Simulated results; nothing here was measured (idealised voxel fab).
process module | voxel self aligned contacts
cross-section cut | 270 nm wide | cells 5 nm
A cross-section is a grid of square cells, given in bands from the top down. A band is one or more rows of cells.
Each band's line starts with the height of the band's top and of its bottom, in nm. Then come its materials from left to right, each with its width in nm. One material with "throughout" fills the band from edge to edge. "air" is empty space.
Height 0 is the level under which the wafer as received is all one material. The lowest band goes on downwards, as in "0 down".
A width such as "30 to 40" changes by the same amount from each row of cells to the next, from the band's top row to its bottom row.
"no change" after a step means that no cell of the cross-section changed.
closed voids: empty space of 8 cells or more with no open way to the top, each as width x height at its distance from the left edge, in nm
after a step's settings: what the simulator itself notes on the step
overlay nm, on a step with a mask: how far to the right of its planned place the mask lay; to the left if negative
plan
1 op RECEIVE | material Si
2 op OXIDIZE | depth nm 5
3 op DIRECTIONAL_DEP | material polySi | thk nm 20
4 op DIRECTIONAL_DEP | material SiN | thk nm 25
5 op PATTERN | tone cover | mask id GATE | material resist | width nm 35 | pitch nm 75 | thk nm 15 | overlay nm 0
6 op DIRECTIONAL_ETCH | etch materials SiN | depth nm 25
7 op DIRECTIONAL_ETCH | etch materials polySi | depth nm 20
8 op STRIP | etch materials resist
9 op CONFORMAL_DEP | material SiN | thk nm 10
10 op DIRECTIONAL_ETCH | etch materials SiN | depth nm 10
11 op FILL_DEP | material SiO2 | thk nm 20
12 op CMP | height nm 55
13 op MASKED_ETCH | tone open | mask id CONTACT | width nm 50 | etch materials SiO2 | depth nm 60 | overlay nm 0
14 op CONFORMAL_DEP | material TiN | thk nm 5
15 op FILL_DEP | material Ru | thk nm 5
16 op CMP | height nm 55
17 op CONFORMAL_DEP | material SiCN | thk nm 5
as received, after step 1
  0 down: Si throughout
  closed voids: none
a wafer at the end: this start, this plan, one mistake
  60 to 55: SiCN throughout
  55 to 45: SiO2 110 | TiN 5 to 20 | Ru 40 to 10 | TiN 5 to 20 | SiO2 110
  45 to 20: SiO2 70 | SiN 55 | TiN 5 | Ru 10 | TiN 5 | SiN 55 | SiO2 70
  20 to 15: SiO2 70 | SiN 10 | polySi 35 | SiN 10 | TiN 5 | Ru 10 | TiN 5 | SiN 10 | polySi 35 | SiN 10 | SiO2 70
  15 to 10: SiO2 70 | SiN 10 | polySi 35 | SiN 10 | TiN 20 | SiN 10 | polySi 35 | SiN 10 | SiO2 70
  10 to 0: polySi throughout
  0 to -5: SiO2 throughout
  -5 down: Si throughout
  closed voids: none
what went wrong: step 7 ran as: op DIRECTIONAL_ETCH | etch materials polySi | depth nm 10
